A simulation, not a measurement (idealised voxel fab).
process module | voxel wiring stack
cross-section cut | 240 nm wide | cells 5 nm
A cross-section is a grid of square cells, given in bands from the top down. A band is one or more rows of cells.
Each band's line starts with the height of the band's top and of its bottom, in nm. Then come its materials from left to right, each with its width in nm. One material with "throughout" fills the band from edge to edge. "air" is empty space.
Height 0 is the level under which the wafer as received is all one material. The lowest band goes on downwards, as in "0 down".
A width such as "30 to 40" changes by the same amount from each row of cells to the next, from the band's top row to its bottom row.
"no change" after a step means that no cell of the cross-section changed.
closed voids: empty space of 8 cells or more with no open way to the top, each as width x height at its distance from the left edge, in nm
after a step's settings: what the simulator itself notes on the step
overlay nm, on a step with a mask: how far to the right of its planned place the mask lay; to the left if negative
plan
1 op RECEIVE | material Si
2 op CONFORMAL_DEP | material SiO2 | thk nm 10
3 op DIRECTIONAL_DEP | material TiN | thk nm 5
4 op DIRECTIONAL_DEP | material Ru | thk nm 15
5 op PATTERN | tone cover | mask id METAL_1 | material resist | width nm 25 | pitch nm 40 | thk nm 15 | overlay nm 0
6 op DIRECTIONAL_ETCH | etch materials Ru | depth nm 15
7 op DIRECTIONAL_ETCH | etch materials TiN | depth nm 5
8 op STRIP | etch materials resist
9 op CONFORMAL_DEP | material SiN | thk nm 5
10 op FILL_DEP | material SiO2 | thk nm 10
11 op CMP | height nm 30
12 op CONFORMAL_DEP | material SiCN | thk nm 5
13 op DIRECTIONAL_DEP | material SiO2 | thk nm 35
14 op MASKED_ETCH | tone open | mask id METAL_2 | width nm 25 | pitch nm 40 | etch materials SiO2 | depth nm 20 | overlay nm 0
15 op DIRECTIONAL_DEP | material aC | thk nm 15
16 op PATTERN | tone open | mask id METAL_2_HOLES | material resist | width nm 15 | pitch nm 40 | thk nm 30 | overlay nm 0
17 op DIRECTIONAL_ETCH | etch materials aC | depth nm 15
18 op STRIP | etch materials resist
19 op DIRECTIONAL_ETCH | etch materials SiO2 | depth nm 15
20 op DIRECTIONAL_ETCH | etch materials SiCN | depth nm 5
21 op STRIP | etch materials aC
22 op CONFORMAL_DEP | material TiN | thk nm 5
23 op FILL_DEP | material Cu | thk nm 10
24 op CMP | height nm 70
25 op CONFORMAL_DEP | material SiCN | thk nm 5
26 op DIRECTIONAL_DEP | material lowk | thk nm 20
27 op PATTERN | tone open | mask id PLUG_2 | material resist | width nm 15 | pitch nm 80 | thk nm 20 | overlay nm 0
28 op DIRECTIONAL_ETCH | etch materials lowk | depth nm 20
29 op DIRECTIONAL_ETCH | etch materials SiCN | depth nm 5
30 op STRIP | etch materials resist
31 op EPI | material Ru | thk nm 10
32 op EPI | material Ru | thk nm 10
33 op EPI | material Ru | thk nm 5
34 op DIRECTIONAL_DEP | material TiN | thk nm 5
35 op DIRECTIONAL_DEP | material W | thk nm 15
36 op PATTERN | tone cover | mask id METAL_3 | material resist | width nm 25 | pitch nm 40 | thk nm 20 | overlay nm 0
37 op DIRECTIONAL_ETCH | etch materials W | depth nm 15
38 op DIRECTIONAL_ETCH | etch materials TiN | depth nm 5
39 op STRIP | etch materials resist
40 op CONFORMAL_DEP | material SiCN | thk nm 5
41 op FILL_DEP | material SiO2 | thk nm 10
42 op CMP | height nm 115
43 op CONFORMAL_DEP | material SiCN | thk nm 5
first wafer, as planned
as received, after step 1
  0 down: Si throughout
  closed voids: none
after step 2
  10 to 0: SiO2 throughout
  below 0: unchanged
after step 3
  15 to 10: TiN throughout
  below 10: unchanged
after step 4
  30 to 15: Ru throughout
  below 15: unchanged
after step 5
  45 to 30: air 45 | resist 25 | air 15 | resist 25 | air 15 | resist 25 | air 15 | resist 25 | air 50
  below 30: unchanged
after step 6
  45 to 30: air 45 | resist 25 | air 15 | resist 25 | air 15 | resist 25 | air 15 | resist 25 | air 50
  30 to 15: air 45 | Ru 25 | air 15 | Ru 25 | air 15 | Ru 25 | air 15 | Ru 25 | air 50
  below 15: unchanged
after step 7
  45 to 30: air 45 | resist 25 | air 15 | resist 25 | air 15 | resist 25 | air 15 | resist 25 | air 50
  30 to 15: air 45 | Ru 25 | air 15 | Ru 25 | air 15 | Ru 25 | air 15 | Ru 25 | air 50
  15 to 10: air 45 | TiN 25 | air 15 | TiN 25 | air 15 | TiN 25 | air 15 | TiN 25 | air 50
  below 10: unchanged
after step 8
  30 to 15: air 45 | Ru 25 | air 15 | Ru 25 | air 15 | Ru 25 | air 15 | Ru 25 | air 50
  below 15: unchanged
after step 9
  35 to 30: air 40 | SiN 35 | air 5 | SiN 35 | air 5 | SiN 35 | air 5 | SiN 35 | air 45
  30 to 15: air 40 | SiN 5 | Ru 25 | SiN 5 | air 5 | SiN 5 | Ru 25 | SiN 5 | air 5 | SiN 5 | Ru 25 | SiN 5 | air 5 | SiN 5 | Ru 25 | SiN 5 | air 45
  15 to 10: SiN 45 | TiN 25 | SiN 15 | TiN 25 | SiN 15 | TiN 25 | SiN 15 | TiN 25 | SiN 50
  below 10: unchanged
after step 10
  45 to 35: SiO2 throughout
  35 to 30: SiO2 40 | SiN 35 | SiO2 5 | SiN 35 | SiO2 5 | SiN 35 | SiO2 5 | SiN 35 | SiO2 45
  30 to 15: SiO2 40 | SiN 5 | Ru 25 | SiN 5 | SiO2 5 | SiN 5 | Ru 25 | SiN 5 | SiO2 5 | SiN 5 | Ru 25 | SiN 5 | SiO2 5 | SiN 5 | Ru 25 | SiN 5 | SiO2 45
  below 15: unchanged
after step 11
  30 to 15: SiO2 40 | SiN 5 | Ru 25 | SiN 5 | SiO2 5 | SiN 5 | Ru 25 | SiN 5 | SiO2 5 | SiN 5 | Ru 25 | SiN 5 | SiO2 5 | SiN 5 | Ru 25 | SiN 5 | SiO2 45
  below 15: unchanged
after step 12
  35 to 30: SiCN throughout
  below 30: unchanged
after step 13
  70 to 35: SiO2 throughout
  below 35: unchanged
after step 14
  70 to 50: SiO2 45 | air 25 | SiO2 15 | air 25 | SiO2 15 | air 25 | SiO2 15 | air 25 | SiO2 50
  below 50: unchanged
after step 15
  85 to 70: aC 45 | air 25 | aC 15 | air 25 | aC 15 | air 25 | aC 15 | air 25 | aC 50
  70 to 65: SiO2 45 | air 25 | SiO2 15 | air 25 | SiO2 15 | air 25 | SiO2 15 | air 25 | SiO2 50
  65 to 50: SiO2 45 | aC 25 | SiO2 15 | aC 25 | SiO2 15 | aC 25 | SiO2 15 | aC 25 | SiO2 50
  below 50: unchanged
after step 16
  115 to 85: resist 45 | air 15 | resist 25 | air 15 | resist 25 | air 15 | resist 25 | air 15 | resist 60
  85 to 70: aC 45 | air 15 | resist 10 | aC 15 | air 15 | resist 10 | aC 15 | air 15 | resist 10 | aC 15 | air 15 | resist 10 | aC 50
  70 to 65: SiO2 45 | air 15 | resist 10 | SiO2 15 | air 15 | resist 10 | SiO2 15 | air 15 | resist 10 | SiO2 15 | air 15 | resist 10 | SiO2 50
  below 65: unchanged
after step 17
  100 to 85: resist 45 | air 15 | resist 25 | air 15 | resist 25 | air 15 | resist 25 | air 15 | resist 60
  85 to 70: aC 45 | air 15 | resist 10 | aC 15 | air 15 | resist 10 | aC 15 | air 15 | resist 10 | aC 15 | air 15 | resist 10 | aC 50
  70 to 65: SiO2 45 | air 15 | resist 10 | SiO2 15 | air 15 | resist 10 | SiO2 15 | air 15 | resist 10 | SiO2 15 | air 15 | resist 10 | SiO2 50
  65 to 50: SiO2 45 | air 15 | aC 10 | SiO2 15 | air 15 | aC 10 | SiO2 15 | air 15 | aC 10 | SiO2 15 | air 15 | aC 10 | SiO2 50
  below 50: unchanged
after step 18
  85 to 70: aC 45 | air 25 | aC 15 | air 25 | aC 15 | air 25 | aC 15 | air 25 | aC 50
  70 to 65: SiO2 45 | air 25 | SiO2 15 | air 25 | SiO2 15 | air 25 | SiO2 15 | air 25 | SiO2 50
  below 65: unchanged
after step 19
  85 to 70: aC 45 | air 25 | aC 15 | air 25 | aC 15 | air 25 | aC 15 | air 25 | aC 50
  70 to 65: SiO2 45 | air 25 | SiO2 15 | air 25 | SiO2 15 | air 25 | SiO2 15 | air 25 | SiO2 50
  65 to 50: SiO2 45 | air 15 | aC 10 | SiO2 15 | air 15 | aC 10 | SiO2 15 | air 15 | aC 10 | SiO2 15 | air 15 | aC 10 | SiO2 50
  50 to 35: SiO2 45 | air 15 | SiO2 25 | air 15 | SiO2 25 | air 15 | SiO2 25 | air 15 | SiO2 60
  below 35: unchanged
after step 20
  85 to 70: aC 45 | air 25 | aC 15 | air 25 | aC 15 | air 25 | aC 15 | air 25 | aC 50
  70 to 65: SiO2 45 | air 25 | SiO2 15 | air 25 | SiO2 15 | air 25 | SiO2 15 | air 25 | SiO2 50
  65 to 50: SiO2 45 | air 15 | aC 10 | SiO2 15 | air 15 | aC 10 | SiO2 15 | air 15 | aC 10 | SiO2 15 | air 15 | aC 10 | SiO2 50
  50 to 35: SiO2 45 | air 15 | SiO2 25 | air 15 | SiO2 25 | air 15 | SiO2 25 | air 15 | SiO2 60
  35 to 30: SiCN 45 | air 15 | SiCN 25 | air 15 | SiCN 25 | air 15 | SiCN 25 | air 15 | SiCN 60
  below 30: unchanged
after step 21
  70 to 50: SiO2 45 | air 25 | SiO2 15 | air 25 | SiO2 15 | air 25 | SiO2 15 | air 25 | SiO2 50
  below 50: unchanged
after step 22
  75 to 70: TiN 50 | air 15 | TiN 25 | air 15 | TiN 25 | air 15 | TiN 25 | air 15 | TiN 55
  70 to 55: SiO2 45 | TiN 5 | air 15 | TiN 5 | SiO2 15 | TiN 5 | air 15 | TiN 5 | SiO2 15 | TiN 5 | air 15 | TiN 5 | SiO2 15 | TiN 5 | air 15 | TiN 5 | SiO2 50
  55 to 50: SiO2 45 | TiN 5 | air 5 | TiN 15 | SiO2 15 | TiN 5 | air 5 | TiN 15 | SiO2 15 | TiN 5 | air 5 | TiN 15 | SiO2 15 | TiN 5 | air 5 | TiN 15 | SiO2 50
  50 to 35: SiO2 45 | TiN 5 | air 5 | TiN 5 | SiO2 25 | TiN 5 | air 5 | TiN 5 | SiO2 25 | TiN 5 | air 5 | TiN 5 | SiO2 25 | TiN 5 | air 5 | TiN 5 | SiO2 60
  35 to 30: SiCN 45 | TiN 15 | SiCN 25 | TiN 15 | SiCN 25 | TiN 15 | SiCN 25 | TiN 15 | SiCN 60
  below 30: unchanged
after step 23
  85 to 75: Cu throughout
  75 to 70: TiN 50 | Cu 15 | TiN 25 | Cu 15 | TiN 25 | Cu 15 | TiN 25 | Cu 15 | TiN 55
  70 to 55: SiO2 45 | TiN 5 | Cu 15 | TiN 5 | SiO2 15 | TiN 5 | Cu 15 | TiN 5 | SiO2 15 | TiN 5 | Cu 15 | TiN 5 | SiO2 15 | TiN 5 | Cu 15 | TiN 5 | SiO2 50
  55 to 50: SiO2 45 | TiN 5 | Cu 5 | TiN 15 | SiO2 15 | TiN 5 | Cu 5 | TiN 15 | SiO2 15 | TiN 5 | Cu 5 | TiN 15 | SiO2 15 | TiN 5 | Cu 5 | TiN 15 | SiO2 50
  50 to 35: SiO2 45 | TiN 5 | Cu 5 | TiN 5 | SiO2 25 | TiN 5 | Cu 5 | TiN 5 | SiO2 25 | TiN 5 | Cu 5 | TiN 5 | SiO2 25 | TiN 5 | Cu 5 | TiN 5 | SiO2 60
  below 35: unchanged
after step 24
  70 to 55: SiO2 45 | TiN 5 | Cu 15 | TiN 5 | SiO2 15 | TiN 5 | Cu 15 | TiN 5 | SiO2 15 | TiN 5 | Cu 15 | TiN 5 | SiO2 15 | TiN 5 | Cu 15 | TiN 5 | SiO2 50
  below 55: unchanged
after step 25
  75 to 70: SiCN throughout
  below 70: unchanged
after step 26
  95 to 75: lowk throughout
  below 75: unchanged
after step 27
  115 to 95: resist 45 | air 15 | resist 65 | air 15 | resist 100
  below 95: unchanged
after step 28
  115 to 95: resist 45 | air 15 | resist 65 | air 15 | resist 100
  95 to 75: lowk 45 | air 15 | lowk 65 | air 15 | lowk 100
  below 75: unchanged
after step 29
  115 to 95: resist 45 | air 15 | resist 65 | air 15 | resist 100
  95 to 75: lowk 45 | air 15 | lowk 65 | air 15 | lowk 100
  75 to 70: SiCN 45 | air 15 | SiCN 65 | air 15 | SiCN 100
  below 70: unchanged
after step 30
  95 to 75: lowk 45 | air 15 | lowk 65 | air 15 | lowk 100
  below 75: unchanged
after step 31
  95 to 80: lowk 45 | air 15 | lowk 65 | air 15 | lowk 100
  80 to 75: lowk 45 | Ru 15 | lowk 65 | Ru 15 | lowk 100
  75 to 70: SiCN 45 | Ru 15 | SiCN 65 | Ru 15 | SiCN 100
  below 70: unchanged
after step 32
  95 to 90: lowk 45 | air 15 | lowk 65 | air 15 | lowk 100
  90 to 75: lowk 45 | Ru 15 | lowk 65 | Ru 15 | lowk 100
  below 75: unchanged
after step 33
  95 to 75: lowk 45 | Ru 15 | lowk 65 | Ru 15 | lowk 100
  below 75: unchanged
after step 34
  100 to 95: TiN throughout
  below 95: unchanged
after step 35
  115 to 100: W throughout
  below 100: unchanged
after step 36
  135 to 115: air 45 | resist 25 | air 15 | resist 25 | air 15 | resist 25 | air 15 | resist 25 | air 50
  below 115: unchanged
after step 37
  135 to 115: air 45 | resist 25 | air 15 | resist 25 | air 15 | resist 25 | air 15 | resist 25 | air 50
  115 to 100: air 45 | W 25 | air 15 | W 25 | air 15 | W 25 | air 15 | W 25 | air 50
  below 100: unchanged
after step 38
  135 to 115: air 45 | resist 25 | air 15 | resist 25 | air 15 | resist 25 | air 15 | resist 25 | air 50
  115 to 100: air 45 | W 25 | air 15 | W 25 | air 15 | W 25 | air 15 | W 25 | air 50
  100 to 95: air 45 | TiN 25 | air 15 | TiN 25 | air 15 | TiN 25 | air 15 | TiN 25 | air 50
  below 95: unchanged
after step 39
  115 to 100: air 45 | W 25 | air 15 | W 25 | air 15 | W 25 | air 15 | W 25 | air 50
  below 100: unchanged
after step 40
  120 to 115: air 40 | SiCN 35 | air 5 | SiCN 35 | air 5 | SiCN 35 | air 5 | SiCN 35 | air 45
  115 to 100: air 40 | SiCN 5 | W 25 | SiCN 5 | air 5 | SiCN 5 | W 25 | SiCN 5 | air 5 | SiCN 5 | W 25 | SiCN 5 | air 5 | SiCN 5 | W 25 | SiCN 5 | air 45
  100 to 95: SiCN 45 | TiN 25 | SiCN 15 | TiN 25 | SiCN 15 | TiN 25 | SiCN 15 | TiN 25 | SiCN 50
  below 95: unchanged
after step 41
  130 to 120: SiO2 throughout
  120 to 115: SiO2 40 | SiCN 35 | SiO2 5 | SiCN 35 | SiO2 5 | SiCN 35 | SiO2 5 | SiCN 35 | SiO2 45
  115 to 100: SiO2 40 | SiCN 5 | W 25 | SiCN 5 | SiO2 5 | SiCN 5 | W 25 | SiCN 5 | SiO2 5 | SiCN 5 | W 25 | SiCN 5 | SiO2 5 | SiCN 5 | W 25 | SiCN 5 | SiO2 45
  below 100: unchanged
after step 42
  115 to 100: SiO2 40 | SiCN 5 | W 25 | SiCN 5 | SiO2 5 | SiCN 5 | W 25 | SiCN 5 | SiO2 5 | SiCN 5 | W 25 | SiCN 5 | SiO2 5 | SiCN 5 | W 25 | SiCN 5 | SiO2 45
  below 100: unchanged
after step 43
  120 to 115: SiCN throughout
  below 115: unchanged
second wafer: like start, like plan, one mistake. Through step 2 it matches the first wafer
when step 3 should have ended
  15 to 10: aC throughout
  below 10: unchanged
when step 4 should have ended
  30 to 15: Ru throughout
  below 15: unchanged
when step 5 should have ended
  45 to 30: air 45 | resist 25 | air 15 | resist 25 | air 15 | resist 25 | air 15 | resist 25 | air 50
  below 30: unchanged
when step 6 should have ended
  45 to 30: air 45 | resist 25 | air 15 | resist 25 | air 15 | resist 25 | air 15 | resist 25 | air 50
  30 to 15: air 45 | Ru 25 | air 15 | Ru 25 | air 15 | Ru 25 | air 15 | Ru 25 | air 50
  below 15: unchanged
when step 7 should have ended: no change
when step 8 should have ended
  30 to 15: air 45 | Ru 25 | air 15 | Ru 25 | air 15 | Ru 25 | air 15 | Ru 25 | air 50
  below 15: unchanged
when step 9 should have ended
  35 to 30: air 40 | SiN 35 | air 5 | SiN 35 | air 5 | SiN 35 | air 5 | SiN 35 | air 45
  30 to 20: air 40 | SiN 5 | Ru 25 | SiN 5 | air 5 | SiN 5 | Ru 25 | SiN 5 | air 5 | SiN 5 | Ru 25 | SiN 5 | air 5 | SiN 5 | Ru 25 | SiN 5 | air 45
  20 to 15: SiN 45 | Ru 25 | SiN 15 | Ru 25 | SiN 15 | Ru 25 | SiN 15 | Ru 25 | SiN 50
  below 15: unchanged
when step 10 should have ended
  45 to 35: SiO2 throughout
  35 to 30: SiO2 40 | SiN 35 | SiO2 5 | SiN 35 | SiO2 5 | SiN 35 | SiO2 5 | SiN 35 | SiO2 45
  30 to 20: SiO2 40 | SiN 5 | Ru 25 | SiN 5 | SiO2 5 | SiN 5 | Ru 25 | SiN 5 | SiO2 5 | SiN 5 | Ru 25 | SiN 5 | SiO2 5 | SiN 5 | Ru 25 | SiN 5 | SiO2 45
  below 20: unchanged
when step 11 should have ended
  30 to 20: SiO2 40 | SiN 5 | Ru 25 | SiN 5 | SiO2 5 | SiN 5 | Ru 25 | SiN 5 | SiO2 5 | SiN 5 | Ru 25 | SiN 5 | SiO2 5 | SiN 5 | Ru 25 | SiN 5 | SiO2 45
  below 20: unchanged
when step 12 should have ended
  35 to 30: SiCN throughout
  below 30: unchanged
when step 13 should have ended
  70 to 35: SiO2 throughout
  below 35: unchanged
when step 14 should have ended
  70 to 50: SiO2 45 | air 25 | SiO2 15 | air 25 | SiO2 15 | air 25 | SiO2 15 | air 25 | SiO2 50
  below 50: unchanged
when step 15 should have ended
  85 to 70: aC 45 | air 25 | aC 15 | air 25 | aC 15 | air 25 | aC 15 | air 25 | aC 50
  70 to 65: SiO2 45 | air 25 | SiO2 15 | air 25 | SiO2 15 | air 25 | SiO2 15 | air 25 | SiO2 50
  65 to 50: SiO2 45 | aC 25 | SiO2 15 | aC 25 | SiO2 15 | aC 25 | SiO2 15 | aC 25 | SiO2 50
  below 50: unchanged
when step 16 should have ended
  115 to 85: resist 45 | air 15 | resist 25 | air 15 | resist 25 | air 15 | resist 25 | air 15 | resist 60
  85 to 70: aC 45 | air 15 | resist 10 | aC 15 | air 15 | resist 10 | aC 15 | air 15 | resist 10 | aC 15 | air 15 | resist 10 | aC 50
  70 to 65: SiO2 45 | air 15 | resist 10 | SiO2 15 | air 15 | resist 10 | SiO2 15 | air 15 | resist 10 | SiO2 15 | air 15 | resist 10 | SiO2 50
  below 65: unchanged
when step 17 should have ended
  100 to 85: resist 45 | air 15 | resist 25 | air 15 | resist 25 | air 15 | resist 25 | air 15 | resist 60
  85 to 70: aC 45 | air 15 | resist 10 | aC 15 | air 15 | resist 10 | aC 15 | air 15 | resist 10 | aC 15 | air 15 | resist 10 | aC 50
  70 to 65: SiO2 45 | air 15 | resist 10 | SiO2 15 | air 15 | resist 10 | SiO2 15 | air 15 | resist 10 | SiO2 15 | air 15 | resist 10 | SiO2 50
  65 to 50: SiO2 45 | air 15 | aC 10 | SiO2 15 | air 15 | aC 10 | SiO2 15 | air 15 | aC 10 | SiO2 15 | air 15 | aC 10 | SiO2 50
  below 50: unchanged
when step 18 should have ended
  85 to 70: aC 45 | air 25 | aC 15 | air 25 | aC 15 | air 25 | aC 15 | air 25 | aC 50
  70 to 65: SiO2 45 | air 25 | SiO2 15 | air 25 | SiO2 15 | air 25 | SiO2 15 | air 25 | SiO2 50
  below 65: unchanged
when step 19 should have ended
  85 to 70: aC 45 | air 25 | aC 15 | air 25 | aC 15 | air 25 | aC 15 | air 25 | aC 50
  70 to 65: SiO2 45 | air 25 | SiO2 15 | air 25 | SiO2 15 | air 25 | SiO2 15 | air 25 | SiO2 50
  65 to 50: SiO2 45 | air 15 | aC 10 | SiO2 15 | air 15 | aC 10 | SiO2 15 | air 15 | aC 10 | SiO2 15 | air 15 | aC 10 | SiO2 50
  50 to 35: SiO2 45 | air 15 | SiO2 25 | air 15 | SiO2 25 | air 15 | SiO2 25 | air 15 | SiO2 60
  below 35: unchanged
when step 20 should have ended
  85 to 70: aC 45 | air 25 | aC 15 | air 25 | aC 15 | air 25 | aC 15 | air 25 | aC 50
  70 to 65: SiO2 45 | air 25 | SiO2 15 | air 25 | SiO2 15 | air 25 | SiO2 15 | air 25 | SiO2 50
  65 to 50: SiO2 45 | air 15 | aC 10 | SiO2 15 | air 15 | aC 10 | SiO2 15 | air 15 | aC 10 | SiO2 15 | air 15 | aC 10 | SiO2 50
  50 to 35: SiO2 45 | air 15 | SiO2 25 | air 15 | SiO2 25 | air 15 | SiO2 25 | air 15 | SiO2 60
  35 to 30: SiCN 45 | air 15 | SiCN 25 | air 15 | SiCN 25 | air 15 | SiCN 25 | air 15 | SiCN 60
  below 30: unchanged
when step 21 should have ended
  70 to 50: SiO2 45 | air 25 | SiO2 15 | air 25 | SiO2 15 | air 25 | SiO2 15 | air 25 | SiO2 50
  below 50: unchanged
when step 22 should have ended
  75 to 70: TiN 50 | air 15 | TiN 25 | air 15 | TiN 25 | air 15 | TiN 25 | air 15 | TiN 55
  70 to 55: SiO2 45 | TiN 5 | air 15 | TiN 5 | SiO2 15 | TiN 5 | air 15 | TiN 5 | SiO2 15 | TiN 5 | air 15 | TiN 5 | SiO2 15 | TiN 5 | air 15 | TiN 5 | SiO2 50
  55 to 50: SiO2 45 | TiN 5 | air 5 | TiN 15 | SiO2 15 | TiN 5 | air 5 | TiN 15 | SiO2 15 | TiN 5 | air 5 | TiN 15 | SiO2 15 | TiN 5 | air 5 | TiN 15 | SiO2 50
  50 to 35: SiO2 45 | TiN 5 | air 5 | TiN 5 | SiO2 25 | TiN 5 | air 5 | TiN 5 | SiO2 25 | TiN 5 | air 5 | TiN 5 | SiO2 25 | TiN 5 | air 5 | TiN 5 | SiO2 60
  35 to 30: SiCN 45 | TiN 15 | SiCN 25 | TiN 15 | SiCN 25 | TiN 15 | SiCN 25 | TiN 15 | SiCN 60
  below 30: unchanged
when step 23 should have ended
  85 to 75: Cu throughout
  75 to 70: TiN 50 | Cu 15 | TiN 25 | Cu 15 | TiN 25 | Cu 15 | TiN 25 | Cu 15 | TiN 55
  70 to 55: SiO2 45 | TiN 5 | Cu 15 | TiN 5 | SiO2 15 | TiN 5 | Cu 15 | TiN 5 | SiO2 15 | TiN 5 | Cu 15 | TiN 5 | SiO2 15 | TiN 5 | Cu 15 | TiN 5 | SiO2 50
  55 to 50: SiO2 45 | TiN 5 | Cu 5 | TiN 15 | SiO2 15 | TiN 5 | Cu 5 | TiN 15 | SiO2 15 | TiN 5 | Cu 5 | TiN 15 | SiO2 15 | TiN 5 | Cu 5 | TiN 15 | SiO2 50
  50 to 35: SiO2 45 | TiN 5 | Cu 5 | TiN 5 | SiO2 25 | TiN 5 | Cu 5 | TiN 5 | SiO2 25 | TiN 5 | Cu 5 | TiN 5 | SiO2 25 | TiN 5 | Cu 5 | TiN 5 | SiO2 60
  below 35: unchanged
when step 24 should have ended
  70 to 55: SiO2 45 | TiN 5 | Cu 15 | TiN 5 | SiO2 15 | TiN 5 | Cu 15 | TiN 5 | SiO2 15 | TiN 5 | Cu 15 | TiN 5 | SiO2 15 | TiN 5 | Cu 15 | TiN 5 | SiO2 50
  below 55: unchanged
when step 25 should have ended
  75 to 70: SiCN throughout
  below 70: unchanged
when step 26 should have ended
  95 to 75: lowk throughout
  below 75: unchanged
when step 27 should have ended
  115 to 95: resist 45 | air 15 | resist 65 | air 15 | resist 100
  below 95: unchanged
when step 28 should have ended
  115 to 95: resist 45 | air 15 | resist 65 | air 15 | resist 100
  95 to 75: lowk 45 | air 15 | lowk 65 | air 15 | lowk 100
  below 75: unchanged
when step 29 should have ended
  115 to 95: resist 45 | air 15 | resist 65 | air 15 | resist 100
  95 to 75: lowk 45 | air 15 | lowk 65 | air 15 | lowk 100
  75 to 70: SiCN 45 | air 15 | SiCN 65 | air 15 | SiCN 100
  below 70: unchanged
when step 30 should have ended
  95 to 75: lowk 45 | air 15 | lowk 65 | air 15 | lowk 100
  below 75: unchanged
when step 31 should have ended
  95 to 80: lowk 45 | air 15 | lowk 65 | air 15 | lowk 100
  80 to 75: lowk 45 | Ru 15 | lowk 65 | Ru 15 | lowk 100
  75 to 70: SiCN 45 | Ru 15 | SiCN 65 | Ru 15 | SiCN 100
  below 70: unchanged
when step 32 should have ended
  95 to 90: lowk 45 | air 15 | lowk 65 | air 15 | lowk 100
  90 to 75: lowk 45 | Ru 15 | lowk 65 | Ru 15 | lowk 100
  below 75: unchanged
when step 33 should have ended
  95 to 75: lowk 45 | Ru 15 | lowk 65 | Ru 15 | lowk 100
  below 75: unchanged
when step 34 should have ended
  100 to 95: TiN throughout
  below 95: unchanged
when step 35 should have ended
  115 to 100: W throughout
  below 100: unchanged
when step 36 should have ended
  135 to 115: air 45 | resist 25 | air 15 | resist 25 | air 15 | resist 25 | air 15 | resist 25 | air 50
  below 115: unchanged
when step 37 should have ended
  135 to 115: air 45 | resist 25 | air 15 | resist 25 | air 15 | resist 25 | air 15 | resist 25 | air 50
  115 to 100: air 45 | W 25 | air 15 | W 25 | air 15 | W 25 | air 15 | W 25 | air 50
  below 100: unchanged
when step 38 should have ended
  135 to 115: air 45 | resist 25 | air 15 | resist 25 | air 15 | resist 25 | air 15 | resist 25 | air 50
  115 to 100: air 45 | W 25 | air 15 | W 25 | air 15 | W 25 | air 15 | W 25 | air 50
  100 to 95: air 45 | TiN 25 | air 15 | TiN 25 | air 15 | TiN 25 | air 15 | TiN 25 | air 50
  below 95: unchanged
when step 39 should have ended
  115 to 100: air 45 | W 25 | air 15 | W 25 | air 15 | W 25 | air 15 | W 25 | air 50
  below 100: unchanged
when step 40 should have ended
  120 to 115: air 40 | SiCN 35 | air 5 | SiCN 35 | air 5 | SiCN 35 | air 5 | SiCN 35 | air 45
  115 to 100: air 40 | SiCN 5 | W 25 | SiCN 5 | air 5 | SiCN 5 | W 25 | SiCN 5 | air 5 | SiCN 5 | W 25 | SiCN 5 | air 5 | SiCN 5 | W 25 | SiCN 5 | air 45
  100 to 95: SiCN 45 | TiN 25 | SiCN 15 | TiN 25 | SiCN 15 | TiN 25 | SiCN 15 | TiN 25 | SiCN 50
  below 95: unchanged
when step 41 should have ended
  130 to 120: SiO2 throughout
  120 to 115: SiO2 40 | SiCN 35 | SiO2 5 | SiCN 35 | SiO2 5 | SiCN 35 | SiO2 5 | SiCN 35 | SiO2 45
  115 to 100: SiO2 40 | SiCN 5 | W 25 | SiCN 5 | SiO2 5 | SiCN 5 | W 25 | SiCN 5 | SiO2 5 | SiCN 5 | W 25 | SiCN 5 | SiO2 5 | SiCN 5 | W 25 | SiCN 5 | SiO2 45
  below 100: unchanged
when step 42 should have ended
  115 to 100: SiO2 40 | SiCN 5 | W 25 | SiCN 5 | SiO2 5 | SiCN 5 | W 25 | SiCN 5 | SiO2 5 | SiCN 5 | W 25 | SiCN 5 | SiO2 5 | SiCN 5 | W 25 | SiCN 5 | SiO2 45
  below 100: unchanged
when step 43 should have ended
  120 to 115: SiCN throughout
  below 115: unchanged
what went wrong: step 3 ran as: op DIRECTIONAL_DEP | material aC | thk nm 5
at the end the second wafer has, in cells: 8 fewer of SiN | 20 fewer of SiO2 | 20 fewer of TiN | 48 more of aC
